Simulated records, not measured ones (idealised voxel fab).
process module | voxel fin reveal
cross-section cut | 290 nm wide | cells 5 nm
A cross-section is a grid of square cells, given in bands from the top down. A band is one or more rows of cells.
Each band's line starts with the height of the band's top and of its bottom, in nm. Then come its materials from left to right, each with its width in nm. One material with "throughout" fills the band from edge to edge. "air" is empty space.
Height 0 is the level under which the wafer as received is all one material. The lowest band goes on downwards, as in "0 down".
A width such as "30 to 40" changes by the same amount from each row of cells to the next, from the band's top row to its bottom row.
"no change" after a step means that no cell of the cross-section changed.
closed voids: empty space of 8 cells or more with no open way to the top, each as width x height at its distance from the left edge, in nm
after a step's settings: what the simulator itself notes on the step
overlay nm, on a step with a mask: how far to the right of its planned place the mask lay; to the left if negative
plan
1 op RECEIVE | material Si
2 op CONFORMAL_DEP | material SiN | thk nm 10
3 op DIRECTIONAL_DEP | material aC | thk nm 15
4 op PATTERN | tone cover | mask id FINS | material resist | width nm 15 | pitch nm 35 | thk nm 30 | overlay nm 0
5 op DIRECTIONAL_ETCH | etch materials aC | depth nm 15
6 op STRIP | etch materials resist
7 op DIRECTIONAL_ETCH | etch materials SiN | depth nm 10
8 op DIRECTIONAL_ETCH | etch materials Si | depth nm 35
9 op STRIP | etch materials aC
10 op OXIDIZE | depth nm 5
11 op FILL_DEP | material SiO2 | thk nm 5
12 op CMP | height nm 10
13 op SELECTIVE_ETCH | etch materials SiO2 | depth nm 35
14 op STRIP | etch materials SiN
15 op CONFORMAL_DEP | material SiO2 | thk nm 5
first wafer, as planned
as received, after step 1
  0 down: Si throughout
  closed voids: none
after step 2
  10 to 0: SiN throughout
  below 0: unchanged
after step 3
  25 to 10: aC throughout
  below 10: unchanged
after step 4
  55 to 25: air 85 | resist 15 | air 20 | resist 15 | air 20 | resist 15 | air 20 | resist 15 | air 85
  below 25: unchanged
after step 5
  40 to 25: air 85 | resist 15 | air 20 | resist 15 | air 20 | resist 15 | air 20 | resist 15 | air 85
  25 to 10: air 85 | aC 15 | air 20 | aC 15 | air 20 | aC 15 | air 20 | aC 15 | air 85
  below 10: unchanged
after step 6
  25 to 10: air 85 | aC 15 | air 20 | aC 15 | air 20 | aC 15 | air 20 | aC 15 | air 85
  below 10: unchanged
after step 7
  25 to 10: air 85 | aC 15 | air 20 | aC 15 | air 20 | aC 15 | air 20 | aC 15 | air 85
  10 to 0: air 85 | SiN 15 | air 20 | SiN 15 | air 20 | SiN 15 | air 20 | SiN 15 | air 85
  below 0: unchanged
after step 8
  25 to 10: air 85 | aC 15 | air 20 | aC 15 | air 20 | aC 15 | air 20 | aC 15 | air 85
  10 to 0: air 85 | SiN 15 | air 20 | SiN 15 | air 20 | SiN 15 | air 20 | SiN 15 | air 85
  0 to -35: air 85 | Si 15 | air 20 | Si 15 | air 20 | Si 15 | air 20 | Si 15 | air 85
  below -35: unchanged
after step 9
  10 to 0: air 85 | SiN 15 | air 20 | SiN 15 | air 20 | SiN 15 | air 20 | SiN 15 | air 85
  below 0: unchanged
after step 10
  10 to 0: air 85 | SiN 15 | air 20 | SiN 15 | air 20 | SiN 15 | air 20 | SiN 15 | air 85
  0 to -35: air 85 | SiO2 5 | Si 5 | SiO2 5 | air 20 | SiO2 5 | Si 5 | SiO2 5 | air 20 | SiO2 5 | Si 5 | SiO2 5 | air 20 | SiO2 5 | Si 5 | SiO2 5 | air 85
  -35 to -40: SiO2 90 | Si 5 | SiO2 30 | Si 5 | SiO2 30 | Si 5 | SiO2 30 | Si 5 | SiO2 90
  below -40: unchanged
after step 11
  15 to 10: SiO2 throughout
  10 to 0: SiO2 85 | SiN 15 | SiO2 20 | SiN 15 | SiO2 20 | SiN 15 | SiO2 20 | SiN 15 | SiO2 85
  0 to -40: SiO2 90 | Si 5 | SiO2 30 | Si 5 | SiO2 30 | Si 5 | SiO2 30 | Si 5 | SiO2 90
  below -40: unchanged
after step 12
  10 to 0: SiO2 85 | SiN 15 | SiO2 20 | SiN 15 | SiO2 20 | SiN 15 | SiO2 20 | SiN 15 | SiO2 85
  below 0: unchanged
after step 13
  10 to 0: air 85 | SiN 15 | air 20 | SiN 15 | air 20 | SiN 15 | air 20 | SiN 15 | air 85
  0 to -25: air 90 | Si 5 | air 30 | Si 5 | air 30 | Si 5 | air 30 | Si 5 | air 90
  below -25: unchanged
after step 14
  0 to -25: air 90 | Si 5 | air 30 | Si 5 | air 30 | Si 5 | air 30 | Si 5 | air 90
  below -25: unchanged
after step 15
  5 to 0: air 85 | SiO2 15 | air 20 | SiO2 15 | air 20 | SiO2 15 | air 20 | SiO2 15 | air 85
  0 to -20: air 85 | SiO2 5 | Si 5 | SiO2 5 | air 20 | SiO2 5 | Si 5 | SiO2 5 | air 20 | SiO2 5 | Si 5 | SiO2 5 | air 20 | SiO2 5 | Si 5 | SiO2 5 | air 85
  -20 to -40: SiO2 90 | Si 5 | SiO2 30 | Si 5 | SiO2 30 | Si 5 | SiO2 30 | Si 5 | SiO2 90
  below -40: unchanged
second wafer: like start, like plan, one mistake. Through step 3 it matches the first wafer
when step 4 should have ended
  55 to 25: air 85 | resist 20 | air 15 | resist 20 | air 15 | resist 20 | air 15 | resist 20 | air 80
  below 25: unchanged
when step 5 should have ended
  40 to 25: air 85 | resist 20 | air 15 | resist 20 | air 15 | resist 20 | air 15 | resist 20 | air 80
  25 to 10: air 85 | aC 20 | air 15 | aC 20 | air 15 | aC 20 | air 15 | aC 20 | air 80
  below 10: unchanged
when step 6 should have ended
  25 to 10: air 85 | aC 20 | air 15 | aC 20 | air 15 | aC 20 | air 15 | aC 20 | air 80
  below 10: unchanged
when step 7 should have ended
  25 to 10: air 85 | aC 20 | air 15 | aC 20 | air 15 | aC 20 | air 15 | aC 20 | air 80
  10 to 0: air 85 | SiN 20 | air 15 | SiN 20 | air 15 | SiN 20 | air 15 | SiN 20 | air 80
  below 0: unchanged
when step 8 should have ended
  25 to 10: air 85 | aC 20 | air 15 | aC 20 | air 15 | aC 20 | air 15 | aC 20 | air 80
  10 to 0: air 85 | SiN 20 | air 15 | SiN 20 | air 15 | SiN 20 | air 15 | SiN 20 | air 80
  0 to -35: air 85 | Si 20 | air 15 | Si 20 | air 15 | Si 20 | air 15 | Si 20 | air 80
  below -35: unchanged
when step 9 should have ended
  10 to 0: air 85 | SiN 20 | air 15 | SiN 20 | air 15 | SiN 20 | air 15 | SiN 20 | air 80
  below 0: unchanged
when step 10 should have ended
  10 to 0: air 85 | SiN 20 | air 15 | SiN 20 | air 15 | SiN 20 | air 15 | SiN 20 | air 80
  0 to -35: air 85 | SiO2 5 | Si 10 | SiO2 5 | air 15 | SiO2 5 | Si 10 | SiO2 5 | air 15 | SiO2 5 | Si 10 | SiO2 5 | air 15 | SiO2 5 | Si 10 | SiO2 5 | air 80
  -35 to -40: SiO2 90 | Si 10 | SiO2 25 | Si 10 | SiO2 25 | Si 10 | SiO2 25 | Si 10 | SiO2 85
  below -40: unchanged
when step 11 should have ended
  15 to 10: SiO2 throughout
  10 to 0: SiO2 85 | SiN 20 | SiO2 15 | SiN 20 | SiO2 15 | SiN 20 | SiO2 15 | SiN 20 | SiO2 80
  0 to -40: SiO2 90 | Si 10 | SiO2 25 | Si 10 | SiO2 25 | Si 10 | SiO2 25 | Si 10 | SiO2 85
  below -40: unchanged
when step 12 should have ended
  10 to 0: SiO2 85 | SiN 20 | SiO2 15 | SiN 20 | SiO2 15 | SiN 20 | SiO2 15 | SiN 20 | SiO2 80
  below 0: unchanged
when step 13 should have ended
  10 to 0: air 85 | SiN 20 | air 15 | SiN 20 | air 15 | SiN 20 | air 15 | SiN 20 | air 80
  0 to -25: air 90 | Si 10 | air 25 | Si 10 | air 25 | Si 10 | air 25 | Si 10 | air 85
  below -25: unchanged
when step 14 should have ended
  0 to -25: air 90 | Si 10 | air 25 | Si 10 | air 25 | Si 10 | air 25 | Si 10 | air 85
  below -25: unchanged
when step 15 should have ended
  5 to 0: air 85 | SiO2 20 | air 15 | SiO2 20 | air 15 | SiO2 20 | air 15 | SiO2 20 | air 80
  0 to -20: air 85 | SiO2 5 | Si 10 | SiO2 5 | air 15 | SiO2 5 | Si 10 | SiO2 5 | air 15 | SiO2 5 | Si 10 | SiO2 5 | air 15 | SiO2 5 | Si 10 | SiO2 5 | air 80
  -20 to -40: SiO2 90 | Si 10 | SiO2 25 | Si 10 | SiO2 25 | Si 10 | SiO2 25 | Si 10 | SiO2 85
  below -40: unchanged
what went wrong: step 4 ran as: op PATTERN | tone cover | mask id FINS | material resist | width nm 20 | pitch nm 35 | thk nm 30 | overlay nm 0
at the end the second wafer has, in cells: 32 more of Si | 12 fewer of SiO2
